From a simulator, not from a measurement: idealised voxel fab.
This section sets out a process module, namely voxel trench capacitor.
We display cut, a cross-section 265 nm in width whose square cells are each 5 nm.
Throughout this document, each cross-section is represented as a grid of square cells and is presented as a sequence of bands enumerated from the top downward, where a band comprises one or more rows of cells.
Look at the band entry: it leads with the top's height and the bottom's height in nm. Then it lists the materials left to right, with a width in nm for each. The word "edge to edge" on a single material says that material fills the band edge to edge. The word "blank" is empty space.
Measure heights from 0. That's the level where, below it, the as-received wafer is all one material. The lowest band is bottomless and extends downward; write it as in "0 -> down".
Note: "30->40" means the width goes from the first number (top row of the band) to the second number (bottom row) in equal steps per row of cells.
Any step labelled "remained unchanged" changed none of the cells in the cross-section.
Look at "Enclosed void entries" for the closed voids: empty spaces with no open path to the top, sized 8 cells or up. Each is width x height at distance, distance from the left edge, all nm.
On a step's line, text after the settings is the simulator commenting on that step.
overlay nm: for a step with a mask, the amount by which the mask lay right of where it was planned; a negative amount means left of it.

## The steps planned for the process are as follows
1. RECEIVE (material Si)
2. CONFORMAL_DEP (material SiN; thk nm 5)
3. MASKED_ETCH (tone open; mask id TRENCH; width nm 30; pitch nm 55; etch materials SiN; depth nm 5; overlay nm 0)
4. MASKED_ETCH (tone open; mask id TRENCH; width nm 30; pitch nm 55; etch materials Si; depth nm 25; overlay nm 0)
5. CONFORMAL_DEP (material HfO2; thk nm 5)
6. CONFORMAL_DEP (material TiN; thk nm 5)
7. FILL_DEP (material W; thk nm 5)
8. CMP (height nm 5)

## Concerning the first of two wafers, which was run in accordance with the plan

## Shown in cross-section is the wafer as received, that is, as it stands after step 1
  0 -> down: Si edge to edge
  Enclosed void entries: none

## So this is the wafer cross-section right after step 2
  5 -> 0: SiN edge to edge
  At heights below 0, the structure remains unaltered.

## So this is the wafer cross-section right after step 3
  5 -> 0: 60 of SiN  30 of blank  25 of SiN  30 of blank  25 of SiN  30 of blank  65 of SiN
  At heights below 0, the structure remains unaltered.

## So this is the wafer cross-section right after step 4
  5 -> 0: 60 of SiN  30 of blank  25 of SiN  30 of blank  25 of SiN  30 of blank  65 of SiN
  0 -> -25: 60 of Si  30 of blank  25 of Si  30 of blank  25 of Si  30 of blank  65 of Si
  At heights below -25, the structure remains unaltered.

## So this is the wafer cross-section right after step 5
  10 -> 5: 65 of HfO2  20 of blank  35 of HfO2  20 of blank  35 of HfO2  20 of blank  70 of HfO2
  5 -> 0: 60 of SiN  5 of HfO2  20 of blank  5 of HfO2  25 of SiN  5 of HfO2  20 of blank  5 of HfO2  25 of SiN  5 of HfO2  20 of blank  5 of HfO2  65 of SiN
  0 -> -20: 60 of Si  5 of HfO2  20 of blank  5 of HfO2  25 of Si  5 of HfO2  20 of blank  5 of HfO2  25 of Si  5 of HfO2  20 of blank  5 of HfO2  65 of Si
  -20 -> -25: 60 of Si  30 of HfO2  25 of Si  30 of HfO2  25 of Si  30 of HfO2  65 of Si
  At heights below -25, the structure remains unaltered.

## So this is the wafer cross-section right after step 6
  15 -> 10: 70 of TiN  10 of blank  45 of TiN  10 of blank  45 of TiN  10 of blank  75 of TiN
  10 -> 5: 65 of HfO2  5 of TiN  10 of blank  5 of TiN  35 of HfO2  5 of TiN  10 of blank  5 of TiN  35 of HfO2  5 of TiN  10 of blank  5 of TiN  70 of HfO2
  5 -> 0: 60 of SiN  5 of HfO2  5 of TiN  10 of blank  5 of TiN  5 of HfO2  25 of SiN  5 of HfO2  5 of TiN  10 of blank  5 of TiN  5 of HfO2  25 of SiN  5 of HfO2  5 of TiN  10 of blank  5 of TiN  5 of HfO2  65 of SiN
  0 -> -15: 60 of Si  5 of HfO2  5 of TiN  10 of blank  5 of TiN  5 of HfO2  25 of Si  5 of HfO2  5 of TiN  10 of blank  5 of TiN  5 of HfO2  25 of Si  5 of HfO2  5 of TiN  10 of blank  5 of TiN  5 of HfO2  65 of Si
  -15 -> -20: 60 of Si  5 of HfO2  20 of TiN  5 of HfO2  25 of Si  5 of HfO2  20 of TiN  5 of HfO2  25 of Si  5 of HfO2  20 of TiN  5 of HfO2  65 of Si
  At heights below -20, the structure remains unaltered.

## So this is the wafer cross-section right after step 7
  20 -> 15: W edge to edge
  15 -> 10: 70 of TiN  10 of W  45 of TiN  10 of W  45 of TiN  10 of W  75 of TiN
  10 -> 5: 65 of HfO2  5 of TiN  10 of W  5 of TiN  35 of HfO2  5 of TiN  10 of W  5 of TiN  35 of HfO2  5 of TiN  10 of W  5 of TiN  70 of HfO2
  5 -> 0: 60 of SiN  5 of HfO2  5 of TiN  10 of W  5 of TiN  5 of HfO2  25 of SiN  5 of HfO2  5 of TiN  10 of W  5 of TiN  5 of HfO2  25 of SiN  5 of HfO2  5 of TiN  10 of W  5 of TiN  5 of HfO2  65 of SiN
  0 -> -15: 60 of Si  5 of HfO2  5 of TiN  10 of W  5 of TiN  5 of HfO2  25 of Si  5 of HfO2  5 of TiN  10 of W  5 of TiN  5 of HfO2  25 of Si  5 of HfO2  5 of TiN  10 of W  5 of TiN  5 of HfO2  65 of Si
  At heights below -15, the structure remains unaltered.

## So this is the wafer cross-section right after step 8
  5 -> 0: 60 of SiN  5 of HfO2  5 of TiN  10 of W  5 of TiN  5 of HfO2  25 of SiN  5 of HfO2  5 of TiN  10 of W  5 of TiN  5 of HfO2  25 of SiN  5 of HfO2  5 of TiN  10 of W  5 of TiN  5 of HfO2  65 of SiN
  At heights below 0, the structure remains unaltered.

## Wafer two of two - same starting point, same process plan, one mistake in execution; matches wafer one up to and including step 4

## when step 5 should have ended
  10 -> 5: 65 of TiN  20 of blank  35 of TiN  20 of blank  35 of TiN  20 of blank  70 of TiN
  5 -> 0: 60 of SiN  5 of TiN  20 of blank  5 of TiN  25 of SiN  5 of TiN  20 of blank  5 of TiN  25 of SiN  5 of TiN  20 of blank  5 of TiN  65 of SiN
  0 -> -20: 60 of Si  5 of TiN  20 of blank  5 of TiN  25 of Si  5 of TiN  20 of blank  5 of TiN  25 of Si  5 of TiN  20 of blank  5 of TiN  65 of Si
  -20 -> -25: 60 of Si  30 of TiN  25 of Si  30 of TiN  25 of Si  30 of TiN  65 of Si
  At heights below -25, the structure remains unaltered.

## when step 6 should have ended
  15 -> 5: 70 of TiN  10 of blank  45 of TiN  10 of blank  45 of TiN  10 of blank  75 of TiN
  5 -> 0: 60 of SiN  10 of TiN  10 of blank  10 of TiN  25 of SiN  10 of TiN  10 of blank  10 of TiN  25 of SiN  10 of TiN  10 of blank  10 of TiN  65 of SiN
  0 -> -15: 60 of Si  10 of TiN  10 of blank  10 of TiN  25 of Si  10 of TiN  10 of blank  10 of TiN  25 of Si  10 of TiN  10 of blank  10 of TiN  65 of Si
  -15 -> -25: 60 of Si  30 of TiN  25 of Si  30 of TiN  25 of Si  30 of TiN  65 of Si
  At heights below -25, the structure remains unaltered.

## when step 7 should have ended
  20 -> 15: W edge to edge
  15 -> 5: 70 of TiN  10 of W  45 of TiN  10 of W  45 of TiN  10 of W  75 of TiN
  5 -> 0: 60 of SiN  10 of TiN  10 of W  10 of TiN  25 of SiN  10 of TiN  10 of W  10 of TiN  25 of SiN  10 of TiN  10 of W  10 of TiN  65 of SiN
  0 -> -15: 60 of Si  10 of TiN  10 of W  10 of TiN  25 of Si  10 of TiN  10 of W  10 of TiN  25 of Si  10 of TiN  10 of W  10 of TiN  65 of Si
  At heights below -15, the structure remains unaltered.

## when step 8 should have ended
  5 -> 0: 60 of SiN  10 of TiN  10 of W  10 of TiN  25 of SiN  10 of TiN  10 of W  10 of TiN  25 of SiN  10 of TiN  10 of W  10 of TiN  65 of SiN
  At heights below 0, the structure remains unaltered.
Against the plan, the run slipped here: rather than as planned, step 5 actually ran as CONFORMAL_DEP (material TiN; thk nm 5)
End check, counted in cells, second wafer has more or fewer of these materials than the first: -48 HfO2 | +48 TiN
